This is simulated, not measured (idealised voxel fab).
A process module follows: voxel gate over fins.
Xsec cut, 265 nm wide, square cell size 5 nm.
For the purposes of this document, a cross-section shall be understood as a grid of square cells, specified as bands listed in top-to-bottom order, each band consisting of one or more rows of cells. What a band's entry tells you: where the top is and where the bottom is, as heights in nm, and after that what lies inside, material by material from left to right, each with its width in nm. Empty space is written as the word "air", and a single material marked with the word "edge to edge" occupies the band from edge to edge. A quick word on heights: they are counted from 0, and under that level the wafer as it came to us is one material throughout. The lowest band is different from the rest in having no bottom; it simply continues downward, written as in "0..down". The width entry "30..40" should be interpreted row by row: the top row of cells in the band takes the first number, the bottom row takes the second number, and the change between adjacent rows is uniform throughout. No cell of the cross-section changed in a step that is given as "nothing altered". Each empty space that has no open way to the top and spans at least 8 cells appears under "Closed-off voids" as width x height at distance, the distance counted from the left edge, all in nm. Anything after a step's settings on that line? It's the simulator's own note about the step. If you see "overlay nm" on a step's line and that step has a mask, it's telling you how far right of where it was planned the mask ended up; a negative number means it went left instead. From here on the document is pairs. In a pair, the cross-section before one process step comes with the cross-section after it, and the latter goes no deeper than the lowest band that changed. What lies in between, the step and its settings, is written under the pair. A pair may be from a different run of this module on the same starting wafer than the pair above it, so it continues from that pair only where its entry headed "Before processing" says so.

[Before processing]
- 0..down  Si edge to edge
- Closed-off voids: none

[Post-Step Appearance]
- 5..0  SiN edge to edge
- below 0: unchanged
- Closed-off voids: none
Between the cross-sections above, the step performed was CONFORMAL_DEP [material SiN] [thk nm 5]

Before processing: = after-state of the pair above.

[Post-Step Appearance]
- 20..5  aC edge to edge
- below 5: unchanged
- Closed-off voids: none
Between the cross-sections above, the step performed was DIRECTIONAL_DEP [material aC] [thk nm 15]

Before processing: = after-state of the pair above.

[Post-Step Appearance]
- 55..20  105 nm air / 15 nm resist / 25 nm air / 15 nm resist / 105 nm air
- below 20: unchanged
- Closed-off voids: none
Between the cross-sections above, the step performed was PATTERN [tone cover] [mask id FINS] [material resist] [width nm 15] [pitch nm 40] [thk nm 35] [overlay nm 0]

Before processing: = after-state of the pair above.

[Post-Step Appearance]
- 40..20  105 nm air / 15 nm resist / 25 nm air / 15 nm resist / 105 nm air
- 20..5  105 nm air / 15 nm aC / 25 nm air / 15 nm aC / 105 nm air
- below 5: unchanged
- Closed-off voids: none
Between the cross-sections above, the step performed was DIRECTIONAL_ETCH [etch materials aC] [depth nm 15]

Before processing: = after-state of the pair above.

[Post-Step Appearance]
- 20..5  105 nm air / 15 nm aC / 25 nm air / 15 nm aC / 105 nm air
- below 5: unchanged
- Closed-off voids: none
Between the cross-sections above, the step performed was STRIP [etch materials resist]

Before processing: = after-state of the pair above.

[Post-Step Appearance]
- 20..5  105 nm air / 15 nm aC / 25 nm air / 15 nm aC / 105 nm air
- 5..0  105 nm air / 15 nm SiN / 25 nm air / 15 nm SiN / 105 nm air
- below 0: unchanged
- Closed-off voids: none
Between the cross-sections above, the step performed was DIRECTIONAL_ETCH [etch materials SiN] [depth nm 5]

Before processing: = after-state of the pair above.

[Post-Step Appearance]
- 20..5  105 nm air / 15 nm aC / 25 nm air / 15 nm aC / 105 nm air
- 5..0  105 nm air / 15 nm SiN / 25 nm air / 15 nm SiN / 105 nm air
- 0..-40  105 nm air / 15 nm Si / 25 nm air / 15 nm Si / 105 nm air
- below -40: unchanged
- Closed-off voids: none
Between the cross-sections above, the step performed was DIRECTIONAL_ETCH [etch materials Si] [depth nm 40]

Before processing: = after-state of the pair above.

[Post-Step Appearance]
- 5..0  105 nm air / 15 nm SiN / 25 nm air / 15 nm SiN / 105 nm air
- below 0: unchanged
- Closed-off voids: none
Between the cross-sections above, the step performed was STRIP [etch materials aC]

Before processing: = after-state of the pair above.

[Post-Step Appearance]
- 15..5  SiO2 edge to edge
- 5..0  105 nm SiO2 / 15 nm SiN / 25 nm SiO2 / 15 nm SiN / 105 nm SiO2
- 0..-40  105 nm SiO2 / 15 nm Si / 25 nm SiO2 / 15 nm Si / 105 nm SiO2
- below -40: unchanged
- Closed-off voids: none
Between the cross-sections above, the step performed was FILL_DEP [material SiO2] [thk nm 10]

Before processing: = after-state of the pair above.

[Post-Step Appearance]
- 5..0  105 nm SiO2 / 15 nm SiN / 25 nm SiO2 / 15 nm SiN / 105 nm SiO2
- below 0: unchanged
- Closed-off voids: none
Between the cross-sections above, the step performed was CMP [height nm 5]

Before processing: = after-state of the pair above.

[Post-Step Appearance]
- 5..0  105 nm air / 15 nm SiN / 25 nm air / 15 nm SiN / 105 nm air
- 0..-10  105 nm air / 15 nm Si / 25 nm air / 15 nm Si / 105 nm air
- below -10: unchanged
- Closed-off voids: none
Between the cross-sections above, the step performed was SELECTIVE_ETCH [etch materials SiO2] [depth nm 15]

Before processing: = after-state of the pair above.

[Post-Step Appearance]
- 0..-10  105 nm air / 15 nm Si / 25 nm air / 15 nm Si / 105 nm air
- below -10: unchanged
- Closed-off voids: none
Between the cross-sections above, the step performed was STRIP [etch materials SiN]

Before processing: = after-state of the pair above.

[Post-Step Appearance]
- 5..0  100 nm air / 25 nm HfO2 / 15 nm air / 25 nm HfO2 / 100 nm air
- 0..-5  100 nm air / 5 nm HfO2 / 15 nm Si / 5 nm HfO2 / 15 nm air / 5 nm HfO2 / 15 nm Si / 5 nm HfO2 / 100 nm air
- -5..-10  105 nm HfO2 / 15 nm Si / 25 nm HfO2 / 15 nm Si / 105 nm HfO2
- below -10: unchanged
- Closed-off voids: none
Between the cross-sections above, the step performed was CONFORMAL_DEP [material HfO2] [thk nm 5]

Before processing: = after-state of the pair above.

[Post-Step Appearance]
- 10..5  95 nm air / 35 nm TiN / 5 nm air / 35 nm TiN / 95 nm air
- 5..0  95 nm air / 5 nm TiN / 25 nm HfO2 / 5 nm TiN / 5 nm air / 5 nm TiN / 25 nm HfO2 / 5 nm TiN / 95 nm air
- 0..-5  100 nm TiN / 5 nm HfO2 / 15 nm Si / 5 nm HfO2 / 15 nm TiN / 5 nm HfO2 / 15 nm Si / 5 nm HfO2 / 100 nm TiN
- below -5: unchanged
- Closed-off voids: none
Between the cross-sections above, the step performed was CONFORMAL_DEP [material TiN] [thk nm 5]

Before processing: = after-state of the pair above.

[Post-Step Appearance]
- 25..10  W edge to edge
- 10..5  95 nm W / 35 nm TiN / 5 nm W / 35 nm TiN / 95 nm W
- 5..0  95 nm W / 5 nm TiN / 25 nm HfO2 / 5 nm TiN / 5 nm W / 5 nm TiN / 25 nm HfO2 / 5 nm TiN / 95 nm W
- below 0: unchanged
- Closed-off voids: none
Between the cross-sections above, the step performed was FILL_DEP [material W] [thk nm 15]

Before processing: = after-state of the pair above.

[Post-Step Appearance]
- 20..10  W edge to edge
- below 10: unchanged
- Closed-off voids: none
Between the cross-sections above, the step performed was CMP [height nm 20]

Before processing: = after-state of the pair above.

[Post-Step Appearance]
- 25..20  SiCN edge to edge
- below 20: unchanged
- Closed-off voids: none
Between the cross-sections above, the step performed was CONFORMAL_DEP [material SiCN] [thk nm 5]

[Before processing]
- 0..-10  105 nm air / 15 nm Si / 25 nm air / 15 nm Si / 105 nm air
- -10..-40  105 nm SiO2 / 15 nm Si / 25 nm SiO2 / 15 nm Si / 105 nm SiO2
- -40..down  Si edge to edge
- Closed-off voids: none

[Post-Step Appearance]
- 5..0  100 nm air / 25 nm TiN / 15 nm air / 25 nm TiN / 100 nm air
- 0..-5  100 nm air / 5 nm TiN / 15 nm Si / 5 nm TiN / 15 nm air / 5 nm TiN / 15 nm Si / 5 nm TiN / 100 nm air
- -5..-10  105 nm TiN / 15 nm Si / 25 nm TiN / 15 nm Si / 105 nm TiN
- below -10: unchanged
- Closed-off voids: none
Between the cross-sections above, the step performed was CONFORMAL_DEP [material TiN] [thk nm 5]

Before processing: = after-state of the pair above.

[Post-Step Appearance]
- 20..5  W edge to edge
- 5..0  100 nm W / 25 nm TiN / 15 nm W / 25 nm TiN / 100 nm W
- 0..-5  100 nm W / 5 nm TiN / 15 nm Si / 5 nm TiN / 15 nm W / 5 nm TiN / 15 nm Si / 5 nm TiN / 100 nm W
- below -5: unchanged
- Closed-off voids: none
Between the cross-sections above, the step performed was FILL_DEP [material W] [thk nm 15]

Before processing: = after-state of the pair above.

[Post-Step Appearance]
- 25..20  SiCN edge to edge
- below 20: unchanged
- Closed-off voids: none
Between the cross-sections above, the step performed was CONFORMAL_DEP [material SiCN] [thk nm 5]

[Before processing]
- 5..0  105 nm air / 15 nm SiN / 25 nm air / 15 nm SiN / 105 nm air
- 0..-10  105 nm air / 15 nm Si / 25 nm air / 15 nm Si / 105 nm air
- -10..-40  105 nm SiO2 / 15 nm Si / 25 nm SiO2 / 15 nm Si / 105 nm SiO2
- -40..down  Si edge to edge
- Closed-off voids: none

[Post-Step Appearance]
- 5..0  105 nm air / 15 nm SiN / 25 nm air / 15 nm SiN / 105 nm air
- 0..-25  105 nm air / 15 nm Si / 25 nm air / 15 nm Si / 105 nm air
- below -25: unchanged
- Closed-off voids: none
Between the cross-sections above, the step performed was SELECTIVE_ETCH [etch materials SiO2] [depth nm 15]

Before processing: = after-state of the pair above.

[Post-Step Appearance]
- 0..-25  105 nm air / 15 nm Si / 25 nm air / 15 nm Si / 105 nm air
- below -25: unchanged
- Closed-off voids: none
Between the cross-sections above, the step performed was STRIP [etch materials SiN]

Before processing: = after-state of the pair above.

[Post-Step Appearance]
- 5..0  100 nm air / 25 nm HfO2 / 15 nm air / 25 nm HfO2 / 100 nm air
- 0..-20  100 nm air / 5 nm HfO2 / 15 nm Si / 5 nm HfO2 / 15 nm air / 5 nm HfO2 / 15 nm Si / 5 nm HfO2 / 100 nm air
- -20..-25  105 nm HfO2 / 15 nm Si / 25 nm HfO2 / 15 nm Si / 105 nm HfO2
- below -25: unchanged
- Closed-off voids: none
Between the cross-sections above, the step performed was CONFORMAL_DEP [material HfO2] [thk nm 5]

Before processing: = after-state of the pair above.

[Post-Step Appearance]
- 10..5  95 nm air / 35 nm TiN / 5 nm air / 35 nm TiN / 95 nm air
- 5..0  95 nm air / 5 nm TiN / 25 nm HfO2 / 5 nm TiN / 5 nm air / 5 nm TiN / 25 nm HfO2 / 5 nm TiN / 95 nm air
- 0..-15  95 nm air / 5 nm TiN / 5 nm HfO2 / 15 nm Si / 5 nm HfO2 / 5 nm TiN / 5 nm air / 5 nm TiN / 5 nm HfO2 / 15 nm Si / 5 nm HfO2 / 5 nm TiN / 95 nm air
- -15..-20  100 nm TiN / 5 nm HfO2 / 15 nm Si / 5 nm HfO2 / 15 nm TiN / 5 nm HfO2 / 15 nm Si / 5 nm HfO2 / 100 nm TiN
- below -20: unchanged
- Closed-off voids: none
Between the cross-sections above, the step performed was CONFORMAL_DEP [material TiN] [thk nm 5]

Before processing: = after-state of the pair above.

[Post-Step Appearance]
- 25..10  W edge to edge
- 10..5  95 nm W / 35 nm TiN / 5 nm W / 35 nm TiN / 95 nm W
- 5..0  95 nm W / 5 nm TiN / 25 nm HfO2 / 5 nm TiN / 5 nm W / 5 nm TiN / 25 nm HfO2 / 5 nm TiN / 95 nm W
- 0..-15  95 nm W / 5 nm TiN / 5 nm HfO2 / 15 nm Si / 5 nm HfO2 / 5 nm TiN / 5 nm W / 5 nm TiN / 5 nm HfO2 / 15 nm Si / 5 nm HfO2 / 5 nm TiN / 95 nm W
- below -15: unchanged
- Closed-off voids: none
Between the cross-sections above, the step performed was FILL_DEP [material W] [thk nm 15]

Before processing: = after-state of the pair above.

[Post-Step Appearance]
- 20..10  W edge to edge
- below 10: unchanged
- Closed-off voids: none
Between the cross-sections above, the step performed was CMP [height nm 20]

Before processing: = after-state of the pair above.

[Post-Step Appearance]
- 25..20  SiCN edge to edge
- below 20: unchanged
- Closed-off voids: none
Between the cross-sections above, the step performed was CONFORMAL_DEP [material SiCN] [thk nm 5]

[Before processing]
- 5..0  100 nm air / 25 nm TiN / 15 nm air / 25 nm TiN / 100 nm air
- 0..-5  100 nm air / 5 nm TiN / 15 nm Si / 5 nm TiN / 15 nm air / 5 nm TiN / 15 nm Si / 5 nm TiN / 100 nm air
- -5..-10  105 nm TiN / 15 nm Si / 25 nm TiN / 15 nm Si / 105 nm TiN
- -10..-40  105 nm SiO2 / 15 nm Si / 25 nm SiO2 / 15 nm Si / 105 nm SiO2
- -40..down  Si edge to edge
- Closed-off voids: none

[Post-Step Appearance]
- 10..5  95 nm air / 35 nm HfO2 / 5 nm air / 35 nm HfO2 / 95 nm air
- 5..0  95 nm air / 5 nm HfO2 / 25 nm TiN / 5 nm HfO2 / 5 nm air / 5 nm HfO2 / 25 nm TiN / 5 nm HfO2 / 95 nm air
- 0..-5  100 nm HfO2 / 5 nm TiN / 15 nm Si / 5 nm TiN / 15 nm HfO2 / 5 nm TiN / 15 nm Si / 5 nm TiN / 100 nm HfO2
- below -5: unchanged
- Closed-off voids: none
Between the cross-sections above, the step performed was CONFORMAL_DEP [material HfO2] [thk nm 5]

Before processing: = after-state of the pair above.

[Post-Step Appearance]
- 25..10  W edge to edge
- 10..5  95 nm W / 35 nm HfO2 / 5 nm W / 35 nm HfO2 / 95 nm W
- 5..0  95 nm W / 5 nm HfO2 / 25 nm TiN / 5 nm HfO2 / 5 nm W / 5 nm HfO2 / 25 nm TiN / 5 nm HfO2 / 95 nm W
- below 0: unchanged
- Closed-off voids: none
Between the cross-sections above, the step performed was FILL_DEP [material W] [thk nm 15]

Before processing: = after-state of the pair above.

[Post-Step Appearance]
- 20..10  W edge to edge
- below 10: unchanged
- Closed-off voids: none
Between the cross-sections above, the step performed was CMP [height nm 20]

Before processing: = after-state of the pair above.

[Post-Step Appearance]
- 25..20  SiCN edge to edge
- below 20: unchanged
- Closed-off voids: none
Between the cross-sections above, the step performed was CONFORMAL_DEP [material SiCN] [thk nm 5]

[Before processing]
- 15..5  SiO2 edge to edge
- 5..0  105 nm SiO2 / 15 nm SiN / 25 nm SiO2 / 15 nm SiN / 105 nm SiO2
- 0..-40  105 nm SiO2 / 15 nm Si / 25 nm SiO2 / 15 nm Si / 105 nm SiO2
- -40..down  Si edge to edge
- Closed-off voids: none

[Post-Step Appearance]
- -5..-40  105 nm SiO2 / 15 nm Si / 25 nm SiO2 / 15 nm Si / 105 nm SiO2
- below -40: unchanged
- Closed-off voids: none
Between the cross-sections above, the step performed was CMP [height nm -5]

Before processing: = after-state of the pair above.

[Post-Step Appearance]
- -5..-20  105 nm air / 15 nm Si / 25 nm air / 15 nm Si / 105 nm air
- below -20: unchanged
- Closed-off voids: none
Between the cross-sections above, the step performed was SELECTIVE_ETCH [etch materials SiO2] [depth nm 15]

Before processing: = after-state of the pair above.

[Post-Step Appearance]
- 0..-5  100 nm air / 25 nm HfO2 / 15 nm air / 25 nm HfO2 / 100 nm air
- -5..-15  100 nm air / 5 nm HfO2 / 15 nm Si / 5 nm HfO2 / 15 nm air / 5 nm HfO2 / 15 nm Si / 5 nm HfO2 / 100 nm air
- -15..-20  105 nm HfO2 / 15 nm Si / 25 nm HfO2 / 15 nm Si / 105 nm HfO2
- below -20: unchanged
- Closed-off voids: none
Between the cross-sections above, the step performed was CONFORMAL_DEP [material HfO2] [thk nm 5]

Before processing: = after-state of the pair above.

[Post-Step Appearance]
- 5..0  95 nm air / 35 nm TiN / 5 nm air / 35 nm TiN / 95 nm air
- 0..-5  95 nm air / 5 nm TiN / 25 nm HfO2 / 5 nm TiN / 5 nm air / 5 nm TiN / 25 nm HfO2 / 5 nm TiN / 95 nm air
- -5..-10  95 nm air / 5 nm TiN / 5 nm HfO2 / 15 nm Si / 5 nm HfO2 / 5 nm TiN / 5 nm air / 5 nm TiN / 5 nm HfO2 / 15 nm Si / 5 nm HfO2 / 5 nm TiN / 95 nm air
- -10..-15  100 nm TiN / 5 nm HfO2 / 15 nm Si / 5 nm HfO2 / 15 nm TiN / 5 nm HfO2 / 15 nm Si / 5 nm HfO2 / 100 nm TiN
- below -15: unchanged
- Closed-off voids: none
Between the cross-sections above, the step performed was CONFORMAL_DEP [material TiN] [thk nm 5]

Before processing: = after-state of the pair above.

[Post-Step Appearance]
- 20..5  W edge to edge
- 5..0  95 nm W / 35 nm TiN / 5 nm W / 35 nm TiN / 95 nm W
- 0..-5  95 nm W / 5 nm TiN / 25 nm HfO2 / 5 nm TiN / 5 nm W / 5 nm TiN / 25 nm HfO2 / 5 nm TiN / 95 nm W
- -5..-10  95 nm W / 5 nm TiN / 5 nm HfO2 / 15 nm Si / 5 nm HfO2 / 5 nm TiN / 5 nm W / 5 nm TiN / 5 nm HfO2 / 15 nm Si / 5 nm HfO2 / 5 nm TiN / 95 nm W
- below -10: unchanged
- Closed-off voids: none
Between the cross-sections above, the step performed was FILL_DEP [material W] [thk nm 15]

Before processing: = after-state of the pair above.

[Post-Step Appearance]
- 25..20  SiCN edge to edge
- below 20: unchanged
- Closed-off voids: none
Between the cross-sections above, the step performed was CONFORMAL_DEP [material SiCN] [thk nm 5]

[Before processing]
- 20..5  aC edge to edge
- 5..0  SiN edge to edge
- 0..down  Si edge to edge
- Closed-off voids: none

[Post-Step Appearance]
- 55..20  105 nm air / 20 nm resist / 20 nm air / 20 nm resist / 100 nm air
- below 20: unchanged
- Closed-off voids: none
Between the cross-sections above, the step performed was PATTERN [tone cover] [mask id FINS] [material resist] [width nm 20] [pitch nm 40] [thk nm 35] [overlay nm 0]

Before processing: = after-state of the pair above.

[Post-Step Appearance]
- 40..20  105 nm air / 20 nm resist / 20 nm air / 20 nm resist / 100 nm air
- 20..5  105 nm air / 20 nm aC / 20 nm air / 20 nm aC / 100 nm air
- below 5: unchanged
- Closed-off voids: none
Between the cross-sections above, the step performed was DIRECTIONAL_ETCH [etch materials aC] [depth nm 15]

Before processing: = after-state of the pair above.

[Post-Step Appearance]
- 20..5  105 nm air / 20 nm aC / 20 nm air / 20 nm aC / 100 nm air
- below 5: unchanged
- Closed-off voids: none
Between the cross-sections above, the step performed was STRIP [etch materials resist]

Before processing: = after-state of the pair above.

[Post-Step Appearance]
- 20..5  105 nm air / 20 nm aC / 20 nm air / 20 nm aC / 100 nm air
- 5..0  105 nm air / 20 nm SiN / 20 nm air / 20 nm SiN / 100 nm air
- below 0: unchanged
- Closed-off voids: none
Between the cross-sections above, the step performed was DIRECTIONAL_ETCH [etch materials SiN] [depth nm 5]

Before processing: = after-state of the pair above.

[Post-Step Appearance]
- 20..5  105 nm air / 20 nm aC / 20 nm air / 20 nm aC / 100 nm air
- 5..0  105 nm air / 20 nm SiN / 20 nm air / 20 nm SiN / 100 nm air
- 0..-40  105 nm air / 20 nm Si / 20 nm air / 20 nm Si / 100 nm air
- below -40: unchanged
- Closed-off voids: none
Between the cross-sections above, the step performed was DIRECTIONAL_ETCH [etch materials Si] [depth nm 40]

Before processing: = after-state of the pair above.

[Post-Step Appearance]
- 5..0  105 nm air / 20 nm SiN / 20 nm air / 20 nm SiN / 100 nm air
- below 0: unchanged
- Closed-off voids: none
Between the cross-sections above, the step performed was STRIP [etch materials aC]

Before processing: = after-state of the pair above.

[Post-Step Appearance]
- 15..5  SiO2 edge to edge
- 5..0  105 nm SiO2 / 20 nm SiN / 20 nm SiO2 / 20 nm SiN / 100 nm SiO2
- 0..-40  105 nm SiO2 / 20 nm Si / 20 nm SiO2 / 20 nm Si / 100 nm SiO2
- below -40: unchanged
- Closed-off voids: none
Between the cross-sections above, the step performed was FILL_DEP [material SiO2] [thk nm 10]

Before processing: = after-state of the pair above.

[Post-Step Appearance]
- 5..0  105 nm SiO2 / 20 nm SiN / 20 nm SiO2 / 20 nm SiN / 100 nm SiO2
- below 0: unchanged
- Closed-off voids: none
Between the cross-sections above, the step performed was CMP [height nm 5]

Before processing: = after-state of the pair above.

[Post-Step Appearance]
- 5..0  105 nm air / 20 nm SiN / 20 nm air / 20 nm SiN / 100 nm air
- 0..-10  105 nm air / 20 nm Si / 20 nm air / 20 nm Si / 100 nm air
- below -10: unchanged
- Closed-off voids: none
Between the cross-sections above, the step performed was SELECTIVE_ETCH [etch materials SiO2] [depth nm 15]

Before processing: = after-state of the pair above.

[Post-Step Appearance]
- 0..-10  105 nm air / 20 nm Si / 20 nm air / 20 nm Si / 100 nm air
- below -10: unchanged
- Closed-off voids: none
Between the cross-sections above, the step performed was STRIP [etch materials SiN]

Before processing: = after-state of the pair above.

[Post-Step Appearance]
- 5..0  100 nm air / 30 nm HfO2 / 10 nm air / 30 nm HfO2 / 95 nm air
- 0..-5  100 nm air / 5 nm HfO2 / 20 nm Si / 5 nm HfO2 / 10 nm air / 5 nm HfO2 / 20 nm Si / 5 nm HfO2 / 95 nm air
- -5..-10  105 nm HfO2 / 20 nm Si / 20 nm HfO2 / 20 nm Si / 100 nm HfO2
- below -10: unchanged
- Closed-off voids: none
Between the cross-sections above, the step performed was CONFORMAL_DEP [material HfO2] [thk nm 5]

Before processing: = after-state of the pair above.

[Post-Step Appearance]
- 10..5  95 nm air / 80 nm TiN / 90 nm air
- 5..0  95 nm air / 5 nm TiN / 30 nm HfO2 / 10 nm TiN / 30 nm HfO2 / 5 nm TiN / 90 nm air
- 0..-5  100 nm TiN / 5 nm HfO2 / 20 nm Si / 5 nm HfO2 / 10 nm TiN / 5 nm HfO2 / 20 nm Si / 5 nm HfO2 / 95 nm TiN
- below -5: unchanged
- Closed-off voids: none
Between the cross-sections above, the step performed was CONFORMAL_DEP [material TiN] [thk nm 5]

Before processing: = after-state of the pair above.

[Post-Step Appearance]
- 25..10  W edge to edge
- 10..5  95 nm W / 80 nm TiN / 90 nm W
- 5..0  95 nm W / 5 nm TiN / 30 nm HfO2 / 10 nm TiN / 30 nm HfO2 / 5 nm TiN / 90 nm W
- below 0: unchanged
- Closed-off voids: none
Between the cross-sections above, the step performed was FILL_DEP [material W] [thk nm 15]

Before processing: = after-state of the pair above.

[Post-Step Appearance]
- 20..10  W edge to edge
- below 10: unchanged
- Closed-off voids: none
Between the cross-sections above, the step performed was CMP [height nm 20]

Before processing: = after-state of the pair above.

[Post-Step Appearance]
- 25..20  SiCN edge to edge
- below 20: unchanged
- Closed-off voids: none
Between the cross-sections above, the step performed was CONFORMAL_DEP [material SiCN] [thk nm 5]

[Before processing]
- 20..5  aC edge to edge
- 5..0  SiN edge to edge
- 0..down  Si edge to edge
- Closed-off voids: none

[Post-Step Appearance]
- 55..20  110 nm air / 15 nm resist / 25 nm air / 15 nm resist / 100 nm air
- below 20: unchanged
- Closed-off voids: none
Between the cross-sections above, the step performed was PATTERN [tone cover] [mask id FINS] [material resist] [width nm 15] [pitch nm 40] [thk nm 35] [overlay nm 5]

Before processing: = after-state of the pair above.

[Post-Step Appearance]
- 40..20  110 nm air / 15 nm resist / 25 nm air / 15 nm resist / 100 nm air
- 20..5  110 nm air / 15 nm aC / 25 nm air / 15 nm aC / 100 nm air
- below 5: unchanged
- Closed-off voids: none
Between the cross-sections above, the step performed was DIRECTIONAL_ETCH [etch materials aC] [depth nm 15]

Before processing: = after-state of the pair above.

[Post-Step Appearance]
- 20..5  110 nm air / 15 nm aC / 25 nm air / 15 nm aC / 100 nm air
- below 5: unchanged
- Closed-off voids: none
Between the cross-sections above, the step performed was STRIP [etch materials resist]

Before processing: = after-state of the pair above.

[Post-Step Appearance]
- 20..5  110 nm air / 15 nm aC / 25 nm air / 15 nm aC / 100 nm air
- 5..0  110 nm air / 15 nm SiN / 25 nm air / 15 nm SiN / 100 nm air
- below 0: unchanged
- Closed-off voids: none
Between the cross-sections above, the step performed was DIRECTIONAL_ETCH [etch materials SiN] [depth nm 5]

Before processing: = after-state of the pair above.

[Post-Step Appearance]
- 20..5  110 nm air / 15 nm aC / 25 nm air / 15 nm aC / 100 nm air
- 5..0  110 nm air / 15 nm SiN / 25 nm air / 15 nm SiN / 100 nm air
- 0..-40  110 nm air / 15 nm Si / 25 nm air / 15 nm Si / 100 nm air
- below -40: unchanged
- Closed-off voids: none
Between the cross-sections above, the step performed was DIRECTIONAL_ETCH [etch materials Si] [depth nm 40]

Before processing: = after-state of the pair above.

[Post-Step Appearance]
- 5..0  110 nm air / 15 nm SiN / 25 nm air / 15 nm SiN / 100 nm air
- below 0: unchanged
- Closed-off voids: none
Between the cross-sections above, the step performed was STRIP [etch materials aC]

Before processing: = after-state of the pair above.

[Post-Step Appearance]
- 15..5  SiO2 edge to edge
- 5..0  110 nm SiO2 / 15 nm SiN / 25 nm SiO2 / 15 nm SiN / 100 nm SiO2
- 0..-40  110 nm SiO2 / 15 nm Si / 25 nm SiO2 / 15 nm Si / 100 nm SiO2
- below -40: unchanged
- Closed-off voids: none
Between the cross-sections above, the step performed was FILL_DEP [material SiO2] [thk nm 10]

Before processing: = after-state of the pair above.

[Post-Step Appearance]
- 5..0  110 nm SiO2 / 15 nm SiN / 25 nm SiO2 / 15 nm SiN / 100 nm SiO2
- below 0: unchanged
- Closed-off voids: none
Between the cross-sections above, the step performed was CMP [height nm 5]

Before processing: = after-state of the pair above.

[Post-Step Appearance]
- 5..0  110 nm air / 15 nm SiN / 25 nm air / 15 nm SiN / 100 nm air
- 0..-10  110 nm air / 15 nm Si / 25 nm air / 15 nm Si / 100 nm air
- below -10: unchanged
- Closed-off voids: none
Between the cross-sections above, the step performed was SELECTIVE_ETCH [etch materials SiO2] [depth nm 15]

Before processing: = after-state of the pair above.

[Post-Step Appearance]
- 0..-10  110 nm air / 15 nm Si / 25 nm air / 15 nm Si / 100 nm air
- below -10: unchanged
- Closed-off voids: none
Between the cross-sections above, the step performed was STRIP [etch materials SiN]

Before processing: = after-state of the pair above.

[Post-Step Appearance]
- 5..0  105 nm air / 25 nm HfO2 / 15 nm air / 25 nm HfO2 / 95 nm air
- 0..-5  105 nm air / 5 nm HfO2 / 15 nm Si / 5 nm HfO2 / 15 nm air / 5 nm HfO2 / 15 nm Si / 5 nm HfO2 / 95 nm air
- -5..-10  110 nm HfO2 / 15 nm Si / 25 nm HfO2 / 15 nm Si / 100 nm HfO2
- below -10: unchanged
- Closed-off voids: none
Between the cross-sections above, the step performed was CONFORMAL_DEP [material HfO2] [thk nm 5]

Before processing: = after-state of the pair above.

[Post-Step Appearance]
- 10..5  100 nm air / 35 nm TiN / 5 nm air / 35 nm TiN / 90 nm air
- 5..0  100 nm air / 5 nm TiN / 25 nm HfO2 / 5 nm TiN / 5 nm air / 5 nm TiN / 25 nm HfO2 / 5 nm TiN / 90 nm air
- 0..-5  105 nm TiN / 5 nm HfO2 / 15 nm Si / 5 nm HfO2 / 15 nm TiN / 5 nm HfO2 / 15 nm Si / 5 nm HfO2 / 95 nm TiN
- below -5: unchanged
- Closed-off voids: none
Between the cross-sections above, the step performed was CONFORMAL_DEP [material TiN] [thk nm 5]

Before processing: = after-state of the pair above.

[Post-Step Appearance]
- 25..10  W edge to edge
- 10..5  100 nm W / 35 nm TiN / 5 nm W / 35 nm TiN / 90 nm W
- 5..0  100 nm W / 5 nm TiN / 25 nm HfO2 / 5 nm TiN / 5 nm W / 5 nm TiN / 25 nm HfO2 / 5 nm TiN / 90 nm W
- below 0: unchanged
- Closed-off voids: none
Between the cross-sections above, the step performed was FILL_DEP [material W] [thk nm 15]

Before processing: = after-state of the pair above.

[Post-Step Appearance]
- 20..10  W edge to edge
- below 10: unchanged
- Closed-off voids: none
Between the cross-sections above, the step performed was CMP [height nm 20]

Before processing: = after-state of the pair above.

[Post-Step Appearance]
- 25..20  SiCN edge to edge
- below 20: unchanged
- Closed-off voids: none
Between the cross-sections above, the step performed was CONFORMAL_DEP [material SiCN] [thk nm 5]

[Before processing]
- 0..-10  105 nm air / 15 nm Si / 25 nm air / 15 nm Si / 105 nm air
- -10..-40  105 nm SiO2 / 15 nm Si / 25 nm SiO2 / 15 nm Si / 105 nm SiO2
- -40..down  Si edge to edge
- Closed-off voids: none

[Post-Step Appearance]
- 5..0  100 nm air / 25 nm W / 15 nm air / 25 nm W / 100 nm air
- 0..-5  100 nm air / 5 nm W / 15 nm Si / 5 nm W / 15 nm air / 5 nm W / 15 nm Si / 5 nm W / 100 nm air
- -5..-10  105 nm W / 15 nm Si / 25 nm W / 15 nm Si / 105 nm W
- below -10: unchanged
- Closed-off voids: none
Between the cross-sections above, the step performed was CONFORMAL_DEP [material W] [thk nm 5]

Before processing: = after-state of the pair above.

[Post-Step Appearance]
- 10..5  95 nm air / 35 nm TiN / 5 nm air / 35 nm TiN / 95 nm air
- 5..0  95 nm air / 5 nm TiN / 25 nm W / 5 nm TiN / 5 nm air / 5 nm TiN / 25 nm W / 5 nm TiN / 95 nm air
- 0..-5  100 nm TiN / 5 nm W / 15 nm Si / 5 nm W / 15 nm TiN / 5 nm W / 15 nm Si / 5 nm W / 100 nm TiN
- below -5: unchanged
- Closed-off voids: none
Between the cross-sections above, the step performed was CONFORMAL_DEP [material TiN] [thk nm 5]

Before processing: = after-state of the pair above.

[Post-Step Appearance]
- 25..10  W edge to edge
- 10..5  95 nm W / 35 nm TiN / 5 nm W / 35 nm TiN / 95 nm W
- 5..0  95 nm W / 5 nm TiN / 25 nm W / 5 nm TiN / 5 nm W / 5 nm TiN / 25 nm W / 5 nm TiN / 95 nm W
- below 0: unchanged
- Closed-off voids: none
Between the cross-sections above, the step performed was FILL_DEP [material W] [thk nm 15]

Before processing: = after-state of the pair above.

[Post-Step Appearance]
- 20..10  W edge to edge
- below 10: unchanged
- Closed-off voids: none
Between the cross-sections above, the step performed was CMP [height nm 20]

Before processing: = after-state of the pair above.

[Post-Step Appearance]
- 25..20  SiCN edge to edge
- below 20: unchanged
- Closed-off voids: none
Between the cross-sections above, the step performed was CONFORMAL_DEP [material SiCN] [thk nm 5]

[Before processing]
- 20..5  aC edge to edge
- 5..0  SiN edge to edge
- 0..down  Si edge to edge
- Closed-off voids: none

[Post-Step Appearance]
- 55..20  105 nm resist / 15 nm air / 25 nm resist / 15 nm air / 105 nm resist
- below 20: unchanged
- Closed-off voids: none
Between the cross-sections above, the step performed was PATTERN [tone open] [mask id FINS] [material resist] [width nm 15] [pitch nm 40] [thk nm 35] [overlay nm 0]
